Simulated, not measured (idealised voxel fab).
process module | voxel released beams
cross-section cut | 185 nm wide | cells 5 nm
A cross-section is a grid of square cells, given in bands from the top down. A band is one or more rows of cells.
Each band's line starts with the height of the band's top and of its bottom, in nm. Then come its materials from left to right, each with its width in nm. One material with "throughout" fills the band from edge to edge. "air" is empty space.
Height 0 is the level under which the wafer as received is all one material. The lowest band goes on downwards, as in "0 down".
A width such as "30 to 40" changes by the same amount from each row of cells to the next, from the band's top row to its bottom row.
"no change" after a step means that no cell of the cross-section changed.
closed voids: empty space of 8 cells or more with no open way to the top, each as width x height at its distance from the left edge, in nm
after a step's settings: what the simulator itself notes on the step
overlay nm, on a step with a mask: how far to the right of its planned place the mask lay; to the left if negative
plan
1 op RECEIVE | material Si
2 op CONFORMAL_DEP | material SiN | thk nm 5
3 op DIRECTIONAL_DEP | material SiO2 | thk nm 10
4 op DIRECTIONAL_DEP | material aC | thk nm 10
5 op PATTERN | tone open | mask id ANCHOR | material resist | width nm 30 | thk nm 30 | overlay nm 0
6 op DIRECTIONAL_ETCH | etch materials aC | depth nm 10
7 op STRIP | etch materials resist
8 op DIRECTIONAL_ETCH | etch materials SiO2 | depth nm 10
9 op STRIP | etch materials aC
10 op CONFORMAL_DEP | material polySi | thk nm 10
11 op DIRECTIONAL_DEP | material aC | thk nm 15
12 op PATTERN | tone cover | mask id BEAM | material resist | width nm 80 | thk nm 35 | overlay nm 0
13 op DIRECTIONAL_ETCH | etch materials aC | depth nm 15
14 op STRIP | etch materials resist
15 op DIRECTIONAL_ETCH | etch materials polySi | depth nm 10
16 op STRIP | etch materials aC
17 op STRIP | etch materials SiO2
as received, after step 1
  0 down: Si throughout
  closed voids: none
a wafer at the end: this start, this plan, one mistake
  25 to 15: air 50 | polySi 15 | air 10 | polySi 60 | air 50
  15 to 5: air 55 | polySi 30 | air 100
  5 to 0: SiN throughout
  0 down: Si throughout
  closed voids: none
what went wrong: step 12 ran as: op PATTERN | tone cover | mask id BEAM | material resist | width nm 85 | thk nm 35 | overlay nm 0
